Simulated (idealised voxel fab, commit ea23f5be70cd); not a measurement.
process module | voxel released beams
cross-section cut | 250 nm wide | cells 5 nm
A cross-section is a grid of square cells, given in bands from the top down. A band is one or more rows of cells.
Each band's line starts with the height of the band's top and of its bottom, in nm. Then come its materials from left to right, each with its width in nm. One material with "throughout" fills the band from edge to edge. "air" is empty space.
Height 0 is the level under which the wafer as received is all one material. The lowest band goes on downwards, as in "0 down".
A width such as "30 to 40" changes by the same amount from each row of cells to the next, from the band's top row to its bottom row.
"no change" after a step means that no cell of the cross-section changed.
closed voids: empty space of 8 cells or more with no open way to the top, each as width x height at its distance from the left edge, in nm
after a step's settings: what the simulator itself notes on the step
overlay nm, on a step with a mask: how far to the right of its planned place the mask lay; to the left if negative
plan
1 op RECEIVE | material Si
2 op CONFORMAL_DEP | material Al2O3 | thk nm 10
3 op DIRECTIONAL_DEP | material SiO2 | thk nm 15
4 op MASKED_ETCH | tone open | mask id ANCHOR | width nm 25 | etch materials SiO2 | depth nm 15 | overlay nm 0
5 op CONFORMAL_DEP | material W | thk nm 10
6 op DIRECTIONAL_DEP | material aC | thk nm 15
7 op PATTERN | tone cover | mask id BEAM | material resist | width nm 110 | thk nm 30 | overlay nm 0
8 op DIRECTIONAL_ETCH | etch materials aC | depth nm 15
9 op STRIP | etch materials resist
10 op DIRECTIONAL_ETCH | etch materials W | depth nm 10
11 op STRIP | etch materials aC
12 op STRIP | etch materials SiO2
as received, after step 1
  0 down: Si throughout
  closed voids: none
first wafer at the end, as planned
  35 to 25: air 65 | W 15 | air 5 | W 90 | air 75
  25 to 20: air 70 | W 10 | air 5 | W 10 | air 155
  20 to 10: air 70 | W 25 | air 155
  10 to 0: Al2O3 throughout
  0 down: Si throughout
  closed voids: none
second wafer at the end: like start, like plan, one mistake
  35 to 25: air 65 | W 110 | air 75
  25 to 15: Al2O3 throughout
  15 to 0: SiO2 throughout
  0 down: Si throughout
  closed voids: none
what went wrong: steps 2 and 3 were swapped
at the end the second wafer has, in cells: 150 more of SiO2 | 12 fewer of W
